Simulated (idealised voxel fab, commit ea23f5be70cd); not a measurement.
The following process module bears the name voxel capacitor over wiring.
We display cut, a cross-section 270 nm in width whose square cells are each 5 nm.
Think of the cross-section as a grid of square cells. We describe it in bands, top to bottom, and each band covers one or more rows of those cells. Quick guide to a band line: top height, bottom height (nm) up front; then every material left to right with its width in nm. Only one material and it's marked "everywhere"? Then it fills the band edge to edge. And "empty" just means empty space. Height is counted from the level 0, under which the received wafer is composed throughout of one material. The lowest of the bands is not closed at the bottom but continues downward, in the notation "0 down". The two numbers in a width such as "30->40" mark its ends across the band: the first belongs to the top row of cells, the second to the bottom row, and from each row to the next the width moves by the same amount. Key: "no alterations made" - step with no changed cell in the cross-section. In the "Sealed void list" entry, you get each enclosed empty space of 8 cells or more, one with no open way to the top, written width x height at distance, distance from the left edge, in nm. What comes after the settings on a step's line is commentary from the simulator itself on that step. "overlay nm" answers the question of how far to the right of plan the mask lay on a step that has a mask, and when it is negative the answer is to the left.
# The steps planned for the process are as follows
1) RECEIVE, material Si
2) CONFORMAL_DEP, material SiO2, thk nm 15
3) CONFORMAL_DEP, material SiCN, thk nm 5
4) DIRECTIONAL_DEP, material SiO2, thk nm 25
5) MASKED_ETCH, tone open, mask id METAL_1, width nm 20, pitch nm 90, etch materials SiO2, depth nm 25, overlay nm 0
6) MASKED_ETCH, tone open, mask id METAL_1, width nm 20, pitch nm 90, etch materials SiCN, depth nm 5, overlay nm 0
7) CONFORMAL_DEP, material TiN, thk nm 5
8) FILL_DEP, material Cu, thk nm 10
9) CMP, height nm 45
10) EPI, material Ru, thk nm 5
11) FILL_DEP, material SiCN, thk nm 5
12) DIRECTIONAL_DEP, material lowk, thk nm 10
13) MASKED_ETCH, tone open, mask id PLUG_1, width nm 15, etch materials lowk, depth nm 10, overlay nm 0
14) MASKED_ETCH, tone open, mask id PLUG_1, width nm 15, etch materials SiCN, depth nm 5, overlay nm 0
15) CONFORMAL_DEP, material TiN, thk nm 5
16) FILL_DEP, material W, thk nm 10
17) CMP, height nm 65
18) DIRECTIONAL_DEP, material TiN, thk nm 5
19) DIRECTIONAL_DEP, material HfO2, thk nm 5
20) DIRECTIONAL_DEP, material TiN, thk nm 10
21) MASKED_ETCH, tone cover, mask id UPPER_PLATE, width nm 75, etch materials TiN, depth nm 10, overlay nm 0
22) MASKED_ETCH, tone cover, mask id UPPER_PLATE, width nm 75, etch materials HfO2, depth nm 5, overlay nm 0
23) MASKED_ETCH, tone cover, mask id LOWER_PLATE, width nm 85, etch materials TiN, depth nm 5, overlay nm 0
24) FILL_DEP, material SiO2, thk nm 20
25) CMP, height nm 100
26) MASKED_ETCH, tone open, mask id PLUG_2, width nm 15, etch materials SiO2, depth nm 15, overlay nm 0
27) CONFORMAL_DEP, material TiN, thk nm 5
28) FILL_DEP, material W, thk nm 10
29) CMP, height nm 100
30) CONFORMAL_DEP, material SiCN, thk nm 5
# first wafer, as planned
# This is the cross-section of the wafer as we received it, i.e. after step 1
0 down = Si everywhere
Sealed void list: none
# Wafer after step 2 (cross-section)
15 to 0 = SiO2 everywhere
Under the height 0 nothing was changed.
# Wafer after step 3 (cross-section)
20 to 15 = SiCN everywhere
Under the height 15 nothing was changed.
# Wafer after step 4 (cross-section)
45 to 20 = SiO2 everywhere
Under the height 20 nothing was changed.
# Wafer after step 5 (cross-section)
45 to 20 = SiO2 80 nm | empty 20 nm | SiO2 70 nm | empty 20 nm | SiO2 80 nm
Under the height 20 nothing was changed.
# Wafer after step 6 (cross-section)
45 to 20 = SiO2 80 nm | empty 20 nm | SiO2 70 nm | empty 20 nm | SiO2 80 nm
20 to 15 = SiCN 80 nm | empty 20 nm | SiCN 70 nm | empty 20 nm | SiCN 80 nm
Under the height 15 nothing was changed.
# Wafer after step 7 (cross-section)
50 to 45 = TiN 85 nm | empty 10 nm | TiN 80 nm | empty 10 nm | TiN 85 nm
45 to 20 = SiO2 80 nm | TiN 5 nm | empty 10 nm | TiN 5 nm | SiO2 70 nm | TiN 5 nm | empty 10 nm | TiN 5 nm | SiO2 80 nm
20 to 15 = SiCN 80 nm | TiN 20 nm | SiCN 70 nm | TiN 20 nm | SiCN 80 nm
Under the height 15 nothing was changed.
# Wafer after step 8 (cross-section)
60 to 50 = Cu everywhere
50 to 45 = TiN 85 nm | Cu 10 nm | TiN 80 nm | Cu 10 nm | TiN 85 nm
45 to 20 = SiO2 80 nm | TiN 5 nm | Cu 10 nm | TiN 5 nm | SiO2 70 nm | TiN 5 nm | Cu 10 nm | TiN 5 nm | SiO2 80 nm
Under the height 20 nothing was changed.
# Wafer after step 9 (cross-section)
45 to 20 = SiO2 80 nm | TiN 5 nm | Cu 10 nm | TiN 5 nm | SiO2 70 nm | TiN 5 nm | Cu 10 nm | TiN 5 nm | SiO2 80 nm
Under the height 20 nothing was changed.
# Wafer after step 10 (cross-section)
50 to 45 = empty 75 nm | Ru 30 nm | empty 60 nm | Ru 30 nm | empty 75 nm
Under the height 45 nothing was changed.
# Wafer after step 11 (cross-section)
55 to 50 = SiCN everywhere
50 to 45 = SiCN 75 nm | Ru 30 nm | SiCN 60 nm | Ru 30 nm | SiCN 75 nm
Under the height 45 nothing was changed.
# Wafer after step 12 (cross-section)
65 to 55 = lowk everywhere
Under the height 55 nothing was changed.
# Wafer after step 13 (cross-section)
65 to 55 = lowk 85 nm | empty 15 nm | lowk 170 nm
Under the height 55 nothing was changed.
# Wafer after step 14 (cross-section)
65 to 55 = lowk 85 nm | empty 15 nm | lowk 170 nm
55 to 50 = SiCN 85 nm | empty 15 nm | SiCN 170 nm
Under the height 50 nothing was changed.
# Wafer after step 15 (cross-section)
70 to 65 = TiN 90 nm | empty 5 nm | TiN 175 nm
65 to 55 = lowk 85 nm | TiN 5 nm | empty 5 nm | TiN 5 nm | lowk 170 nm
55 to 50 = SiCN 85 nm | TiN 15 nm | SiCN 170 nm
Under the height 50 nothing was changed.
# Wafer after step 16 (cross-section)
80 to 70 = W everywhere
70 to 65 = TiN 90 nm | W 5 nm | TiN 175 nm
65 to 55 = lowk 85 nm | TiN 5 nm | W 5 nm | TiN 5 nm | lowk 170 nm
Under the height 55 nothing was changed.
# Wafer after step 17 (cross-section)
65 to 55 = lowk 85 nm | TiN 5 nm | W 5 nm | TiN 5 nm | lowk 170 nm
Under the height 55 nothing was changed.
# Wafer after step 18 (cross-section)
70 to 65 = TiN everywhere
Under the height 65 nothing was changed.
# Wafer after step 19 (cross-section)
75 to 70 = HfO2 everywhere
Under the height 70 nothing was changed.
# Wafer after step 20 (cross-section)
85 to 75 = TiN everywhere
Under the height 75 nothing was changed.
# Wafer after step 21 (cross-section)
85 to 75 = empty 85 nm | TiN 75 nm | empty 110 nm
Under the height 75 nothing was changed.
# Wafer after step 22 (cross-section)
85 to 75 = empty 85 nm | TiN 75 nm | empty 110 nm
75 to 70 = empty 85 nm | HfO2 75 nm | empty 110 nm
Under the height 70 nothing was changed.
# Wafer after step 23 (cross-section)
85 to 75 = empty 85 nm | TiN 75 nm | empty 110 nm
75 to 70 = empty 85 nm | HfO2 75 nm | empty 110 nm
70 to 65 = empty 80 nm | TiN 85 nm | empty 105 nm
Under the height 65 nothing was changed.
# Wafer after step 24 (cross-section)
105 to 85 = SiO2 everywhere
85 to 75 = SiO2 85 nm | TiN 75 nm | SiO2 110 nm
75 to 70 = SiO2 85 nm | HfO2 75 nm | SiO2 110 nm
70 to 65 = SiO2 80 nm | TiN 85 nm | SiO2 105 nm
Under the height 65 nothing was changed.
# Wafer after step 25 (cross-section)
100 to 85 = SiO2 everywhere
Under the height 85 nothing was changed.
# Wafer after step 26 (cross-section)
100 to 85 = SiO2 95 nm | empty 15 nm | SiO2 160 nm
Under the height 85 nothing was changed.
# Wafer after step 27 (cross-section)
105 to 100 = TiN 100 nm | empty 5 nm | TiN 165 nm
100 to 90 = SiO2 95 nm | TiN 5 nm | empty 5 nm | TiN 5 nm | SiO2 160 nm
90 to 85 = SiO2 95 nm | TiN 15 nm | SiO2 160 nm
Under the height 85 nothing was changed.
# Wafer after step 28 (cross-section)
115 to 105 = W everywhere
105 to 100 = TiN 100 nm | W 5 nm | TiN 165 nm
100 to 90 = SiO2 95 nm | TiN 5 nm | W 5 nm | TiN 5 nm | SiO2 160 nm
Under the height 90 nothing was changed.
# Wafer after step 29 (cross-section)
100 to 90 = SiO2 95 nm | TiN 5 nm | W 5 nm | TiN 5 nm | SiO2 160 nm
Under the height 90 nothing was changed.
# Wafer after step 30 (cross-section)
105 to 100 = SiCN everywhere
Under the height 100 nothing was changed.
# Notes, second wafer: start = first wafer's, plan = first wafer's, execution had one mistake; history identical to first through step 22
# Here is the second wafer in cross-section at the point where step 23 of the plan should have been done
85 to 75 = empty 90->85 nm | TiN 70->75 nm | empty 110 nm
75 to 70 = empty 85 nm | HfO2 75 nm | empty 110 nm
70 to 65 = empty 85 nm | TiN 90 nm | empty 95 nm
Under the height 65 nothing was changed.
# Here is the second wafer in cross-section at the point where step 24 of the plan should have been done
105 to 85 = SiO2 everywhere
85 to 75 = SiO2 90->85 nm | TiN 70->75 nm | SiO2 110 nm
75 to 70 = SiO2 85 nm | HfO2 75 nm | SiO2 110 nm
70 to 65 = SiO2 85 nm | TiN 90 nm | SiO2 95 nm
Under the height 65 nothing was changed.
# Here is the second wafer in cross-section at the point where step 25 of the plan should have been done
100 to 85 = SiO2 everywhere
Under the height 85 nothing was changed.
# Here is the second wafer in cross-section at the point where step 26 of the plan should have been done
100 to 85 = SiO2 95 nm | empty 15 nm | SiO2 160 nm
Under the height 85 nothing was changed.
# Here is the second wafer in cross-section at the point where step 27 of the plan should have been done
105 to 100 = TiN 100 nm | empty 5 nm | TiN 165 nm
100 to 90 = SiO2 95 nm | TiN 5 nm | empty 5 nm | TiN 5 nm | SiO2 160 nm
90 to 80 = SiO2 95->90 nm | TiN 15->70 nm | SiO2 160->110 nm
Under the height 80 nothing was changed.
# Here is the second wafer in cross-section at the point where step 28 of the plan should have been done
115 to 105 = W everywhere
105 to 100 = TiN 100 nm | W 5 nm | TiN 165 nm
100 to 90 = SiO2 95 nm | TiN 5 nm | W 5 nm | TiN 5 nm | SiO2 160 nm
Under the height 90 nothing was changed.
# Here is the second wafer in cross-section at the point where step 29 of the plan should have been done
100 to 90 = SiO2 95 nm | TiN 5 nm | W 5 nm | TiN 5 nm | SiO2 160 nm
Under the height 90 nothing was changed.
# Here is the second wafer in cross-section at the point where step 30 of the plan should have been done
105 to 100 = SiCN everywhere
Under the height 100 nothing was changed.
Here's what went sideways: step 23 did not use the planned setting and instead ran as MASKED_ETCH, tone cover, mask id LOWER_PLATE, width nm 85, etch materials TiN, depth nm 5, overlay nm 10
If you tally the cells, the second wafer ends up with the same amount of every material as the first; it's all just sitting in different places.
